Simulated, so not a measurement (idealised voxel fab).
The name of this process module is voxel fin reveal.
The figure presents cross-section cut, which has a width of 170 nm and is divided into square cells with an edge length of 5 nm.
In this document a cross-section is written as a grid of square cells. It is given as a series of bands, listed from the top down, and a band is one or more rows of cells.
Read a band's entry like this: the first values are the height of its top and the height of its bottom in nm, and what follows is the sequence of materials from left to right, each with its width in nm. Note that "empty" is empty space, and that a single material marked "throughout" reaches across the band from edge to edge.
Zero point of the height axis is 0; under it, received wafer = one material. Lowest band: continues down indefinitely, "0 down".
The two numbers in a width such as "30..40" mark its ends across the band: the first belongs to the top row of cells, the second to the bottom row, and from each row to the next the width moves by the same amount.
The designation "remained unchanged", where it is given for a processing step, indicates that no cell of the cross-section was altered in the course of that step.
The entry titled "Closed internal cavities" provides the empty spaces that have no open way to the top, restricted to those of 8 cells or more. Each is presented as width x height at distance, the distance being measured from the left edge, with all three in nm.
Formally, on a step line, whatever follows the settings is a remark that the simulator itself makes on the step.
overlay nm: step with mask; distance mask lay right of planned place; negative value = left of planned place.
This section lists the process steps that were planned
- 1: RECEIVE | material Si
- 2: CONFORMAL_DEP | material SiN | thk nm 5
- 3: PATTERN | tone cover | mask id FINS | material resist | width nm 15 | pitch nm 35 | thk nm 15 | overlay nm 0
- 4: DIRECTIONAL_ETCH | etch materials SiN | depth nm 5
- 5: DIRECTIONAL_ETCH | etch materials Si | depth nm 40
- 6: STRIP | etch materials resist
- 7: OXIDIZE | depth nm 5
- 8: FILL_DEP | material SiO2 | thk nm 5
- 9: CMP | height nm 5
- 10: SELECTIVE_ETCH | etch materials SiO2 | depth nm 30
- 11: STRIP | etch materials SiN
- 12: CONFORMAL_DEP | material HfO2 | thk nm 5
So, the first of our two wafers, run just as we planned it
Received-state cross-section, reflecting completion of step 1
0 down = Si throughout
Closed internal cavities: none
Cross-section through the wafer, step 2 finished
5 to 0 = SiN throughout
Below a height of 0, the structure has not been altered.
Cross-section through the wafer, step 3 finished
20 to 5 = empty 40 nm, resist 15 nm, empty 20 nm, resist 15 nm, empty 20 nm, resist 15 nm, empty 45 nm
Below a height of 5, the structure has not been altered.
Cross-section through the wafer, step 4 finished
20 to 5 = empty 40 nm, resist 15 nm, empty 20 nm, resist 15 nm, empty 20 nm, resist 15 nm, empty 45 nm
5 to 0 = empty 40 nm, SiN 15 nm, empty 20 nm, SiN 15 nm, empty 20 nm, SiN 15 nm, empty 45 nm
Below a height of 0, the structure has not been altered.
Cross-section through the wafer, step 5 finished
20 to 5 = empty 40 nm, resist 15 nm, empty 20 nm, resist 15 nm, empty 20 nm, resist 15 nm, empty 45 nm
5 to 0 = empty 40 nm, SiN 15 nm, empty 20 nm, SiN 15 nm, empty 20 nm, SiN 15 nm, empty 45 nm
0 to -40 = empty 40 nm, Si 15 nm, empty 20 nm, Si 15 nm, empty 20 nm, Si 15 nm, empty 45 nm
Below a height of -40, the structure has not been altered.
Cross-section through the wafer, step 6 finished
5 to 0 = empty 40 nm, SiN 15 nm, empty 20 nm, SiN 15 nm, empty 20 nm, SiN 15 nm, empty 45 nm
Below a height of 0, the structure has not been altered.
Cross-section through the wafer, step 7 finished
5 to 0 = empty 40 nm, SiN 15 nm, empty 20 nm, SiN 15 nm, empty 20 nm, SiN 15 nm, empty 45 nm
0 to -40 = empty 40 nm, SiO2 5 nm, Si 5 nm, SiO2 5 nm, empty 20 nm, SiO2 5 nm, Si 5 nm, SiO2 5 nm, empty 20 nm, SiO2 5 nm, Si 5 nm, SiO2 5 nm, empty 45 nm
-40 to -45 = SiO2 45 nm, Si 5 nm, SiO2 30 nm, Si 5 nm, SiO2 30 nm, Si 5 nm, SiO2 50 nm
Below a height of -45, the structure has not been altered.
Cross-section through the wafer, step 8 finished
10 to 5 = SiO2 throughout
5 to 0 = SiO2 40 nm, SiN 15 nm, SiO2 20 nm, SiN 15 nm, SiO2 20 nm, SiN 15 nm, SiO2 45 nm
0 to -45 = SiO2 45 nm, Si 5 nm, SiO2 30 nm, Si 5 nm, SiO2 30 nm, Si 5 nm, SiO2 50 nm
Below a height of -45, the structure has not been altered.
Cross-section through the wafer, step 9 finished
5 to 0 = SiO2 40 nm, SiN 15 nm, SiO2 20 nm, SiN 15 nm, SiO2 20 nm, SiN 15 nm, SiO2 45 nm
Below a height of 0, the structure has not been altered.
Cross-section through the wafer, step 10 finished
5 to 0 = empty 40 nm, SiN 15 nm, empty 20 nm, SiN 15 nm, empty 20 nm, SiN 15 nm, empty 45 nm
0 to -25 = empty 45 nm, Si 5 nm, empty 30 nm, Si 5 nm, empty 30 nm, Si 5 nm, empty 50 nm
Below a height of -25, the structure has not been altered.
Cross-section through the wafer, step 11 finished
0 to -25 = empty 45 nm, Si 5 nm, empty 30 nm, Si 5 nm, empty 30 nm, Si 5 nm, empty 50 nm
Below a height of -25, the structure has not been altered.
Cross-section through the wafer, step 12 finished
5 to 0 = empty 40 nm, HfO2 15 nm, empty 20 nm, HfO2 15 nm, empty 20 nm, HfO2 15 nm, empty 45 nm
0 to -20 = empty 40 nm, HfO2 5 nm, Si 5 nm, HfO2 5 nm, empty 20 nm, HfO2 5 nm, Si 5 nm, HfO2 5 nm, empty 20 nm, HfO2 5 nm, Si 5 nm, HfO2 5 nm, empty 45 nm
-20 to -25 = HfO2 45 nm, Si 5 nm, HfO2 30 nm, Si 5 nm, HfO2 30 nm, Si 5 nm, HfO2 50 nm
Below a height of -25, the structure has not been altered.
Second of two: same start, same plan, one run error; steps up to and including 2 match the first
Second wafer: cross-section at the scheduled end of step 3
20 to 5 = resist 40 nm, empty 15 nm, resist 20 nm, empty 15 nm, resist 20 nm, empty 15 nm, resist 45 nm
Below a height of 5, the structure has not been altered.
Second wafer: cross-section at the scheduled end of step 4
20 to 5 = resist 40 nm, empty 15 nm, resist 20 nm, empty 15 nm, resist 20 nm, empty 15 nm, resist 45 nm
5 to 0 = SiN 40 nm, empty 15 nm, SiN 20 nm, empty 15 nm, SiN 20 nm, empty 15 nm, SiN 45 nm
Below a height of 0, the structure has not been altered.
Second wafer: cross-section at the scheduled end of step 5
20 to 5 = resist 40 nm, empty 15 nm, resist 20 nm, empty 15 nm, resist 20 nm, empty 15 nm, resist 45 nm
5 to 0 = SiN 40 nm, empty 15 nm, SiN 20 nm, empty 15 nm, SiN 20 nm, empty 15 nm, SiN 45 nm
0 to -40 = Si 40 nm, empty 15 nm, Si 20 nm, empty 15 nm, Si 20 nm, empty 15 nm, Si 45 nm
Below a height of -40, the structure has not been altered.
Second wafer: cross-section at the scheduled end of step 6
5 to 0 = SiN 40 nm, empty 15 nm, SiN 20 nm, empty 15 nm, SiN 20 nm, empty 15 nm, SiN 45 nm
Below a height of 0, the structure has not been altered.
Second wafer: cross-section at the scheduled end of step 7
5 to 0 = SiN 40 nm, empty 15 nm, SiN 20 nm, empty 15 nm, SiN 20 nm, empty 15 nm, SiN 45 nm
0 to -40 = Si 35 nm, SiO2 5 nm, empty 15 nm, SiO2 5 nm, Si 10 nm, SiO2 5 nm, empty 15 nm, SiO2 5 nm, Si 10 nm, SiO2 5 nm, empty 15 nm, SiO2 5 nm, Si 40 nm
-40 to -45 = Si 35 nm, SiO2 25 nm, Si 10 nm, SiO2 25 nm, Si 10 nm, SiO2 25 nm, Si 40 nm
Below a height of -45, the structure has not been altered.
Second wafer: cross-section at the scheduled end of step 8
10 to 5 = SiO2 throughout
5 to 0 = SiN 40 nm, SiO2 15 nm, SiN 20 nm, SiO2 15 nm, SiN 20 nm, SiO2 15 nm, SiN 45 nm
0 to -45 = Si 35 nm, SiO2 25 nm, Si 10 nm, SiO2 25 nm, Si 10 nm, SiO2 25 nm, Si 40 nm
Below a height of -45, the structure has not been altered.
Second wafer: cross-section at the scheduled end of step 9
5 to 0 = SiN 40 nm, SiO2 15 nm, SiN 20 nm, SiO2 15 nm, SiN 20 nm, SiO2 15 nm, SiN 45 nm
Below a height of 0, the structure has not been altered.
Second wafer: cross-section at the scheduled end of step 10
5 to 0 = SiN 40 nm, empty 15 nm, SiN 20 nm, empty 15 nm, SiN 20 nm, empty 15 nm, SiN 45 nm
0 to -25 = Si 35 nm, empty 25 nm, Si 10 nm, empty 25 nm, Si 10 nm, empty 25 nm, Si 40 nm
Below a height of -25, the structure has not been altered.
Second wafer: cross-section at the scheduled end of step 11
0 to -25 = Si 35 nm, empty 25 nm, Si 10 nm, empty 25 nm, Si 10 nm, empty 25 nm, Si 40 nm
Below a height of -25, the structure has not been altered.
Second wafer: cross-section at the scheduled end of step 12
5 to 0 = HfO2 40 nm, empty 15 nm, HfO2 20 nm, empty 15 nm, HfO2 20 nm, empty 15 nm, HfO2 45 nm
0 to -20 = Si 35 nm, HfO2 5 nm, empty 15 nm, HfO2 5 nm, Si 10 nm, HfO2 5 nm, empty 15 nm, HfO2 5 nm, Si 10 nm, HfO2 5 nm, empty 15 nm, HfO2 5 nm, Si 40 nm
-20 to -25 = Si 35 nm, HfO2 25 nm, Si 10 nm, HfO2 25 nm, Si 10 nm, HfO2 25 nm, Si 40 nm
Below a height of -25, the structure has not been altered.
Short version of what went wrong: off-plan run, step 3, actual operation and settings PATTERN | tone open | mask id FINS | material resist | width nm 15 | pitch nm 35 | thk nm 15 | overlay nm 0
Final tally in cells, some materials are higher or lower on the second wafer than on the first: 144 more of Si; 64 fewer of SiO2
